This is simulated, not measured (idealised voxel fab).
Module name: voxel self aligned vias (process module)
Pictured: cross-section cut, 245 nm wide, on a grid of 5 nm square cells.
Just so we're on the same page, the cross-sections are grids of square cells, and they're listed out in bands top to bottom, each band one or more rows deep.
A band entry consists of two parts. The first gives the height of the band's top and the height of its bottom, in nm. The rest lists the band's materials from left to right, each with its width in nm. A single material labelled with the word "edge to edge" fills the band from edge to edge, and the word "blank" marks empty space.
The level at which height equals 0 is the one under which the wafer, as it arrives, is entirely one material. No lower edge exists for the bottom band, which continues downward and is notated as in "from 0 down".
Read "30..40" as a graded width: first number on top, second number at the bottom, same change between each pair of neighbouring rows.
"left unchanged" (step): cross-section cells unchanged, all of them.
Closed-off voids of 8+ cells (no open route to the top) go in "Voids, enclosed", written width x height at distance from the left edge, in nm.
If you see something after the settings on a step's line, that's the simulator's own remark about that step.
On any step carrying a mask, the "overlay nm" setting, if present on the step's line, tells how far right of its planned place the mask lay; negative values point to the left.

[Listed below are the process steps as planned]
1,RECEIVE [material Si]
2,CONFORMAL_DEP [material SiO2] [thk nm 10]
3,CONFORMAL_DEP [material SiCN] [thk nm 5]
4,DIRECTIONAL_DEP [material lowk] [thk nm 25]
5,MASKED_ETCH [tone open] [mask id LINES] [width nm 25] [pitch nm 75] [etch materials lowk] [depth nm 25] [overlay nm 0]
6,CONFORMAL_DEP [material TiN] [thk nm 5]
7,FILL_DEP [material Ru] [thk nm 10]
8,CMP [height nm 40]
9,SELECTIVE_ETCH [etch materials W Ru TiN] [depth nm 5]
10,FILL_DEP [material SiN] [thk nm 5]
11,CMP [height nm 40]
12,DIRECTIONAL_DEP [material lowk] [thk nm 15]
13,DIRECTIONAL_DEP [material aC] [thk nm 10]
14,PATTERN [tone open] [mask id VIAS] [material resist] [width nm 35] [thk nm 25] [overlay nm 0]
15,DIRECTIONAL_ETCH [etch materials aC] [depth nm 10]
16,STRIP [etch materials resist]
17,DIRECTIONAL_ETCH [etch materials lowk] [depth nm 15]
18,DIRECTIONAL_ETCH [etch materials SiN] [depth nm 5]
19,STRIP [etch materials aC]
20,CONFORMAL_DEP [material TiN] [thk nm 5]
21,FILL_DEP [material Ru] [thk nm 10]
22,CMP [height nm 55]
23,CONFORMAL_DEP [material SiCN] [thk nm 5]
The wafers are alike at the start. At step 14, their width nm differs. The plan lists the first wafer's value.

[Cross-section of the first incoming wafer of several, state after step 1]
* from 0 down = Si edge to edge
* Voids, enclosed: none

[Below, a row for every wafer. Read it as the end-of-module picture: for each material the wafer shows its cells gained (+) or lost (-) since it was received, and then its closed voids]
width nm 35, +31 Ru, +98 SiCN, +5 SiN, +98 SiO2, +35 TiN, +321 lowk, Voids, enclosed: none
width nm 40, +33 Ru, +98 SiCN, +5 SiN, +98 SiO2, +36 TiN, +318 lowk, Voids, enclosed: none
width nm 45, +35 Ru, +98 SiCN, +5 SiN, +98 SiO2, +37 TiN, +315 lowk, Voids, enclosed: none
width nm 50, +37 Ru, +98 SiCN, +5 SiN, +98 SiO2, +38 TiN, +312 lowk, Voids, enclosed: none
width nm 55, +39 Ru, +98 SiCN, +5 SiN, +98 SiO2, +39 TiN, +309 lowk, Voids, enclosed: none
width nm 60, +41 Ru, +98 SiCN, +5 SiN, +98 SiO2, +40 TiN, +306 lowk, Voids, enclosed: none
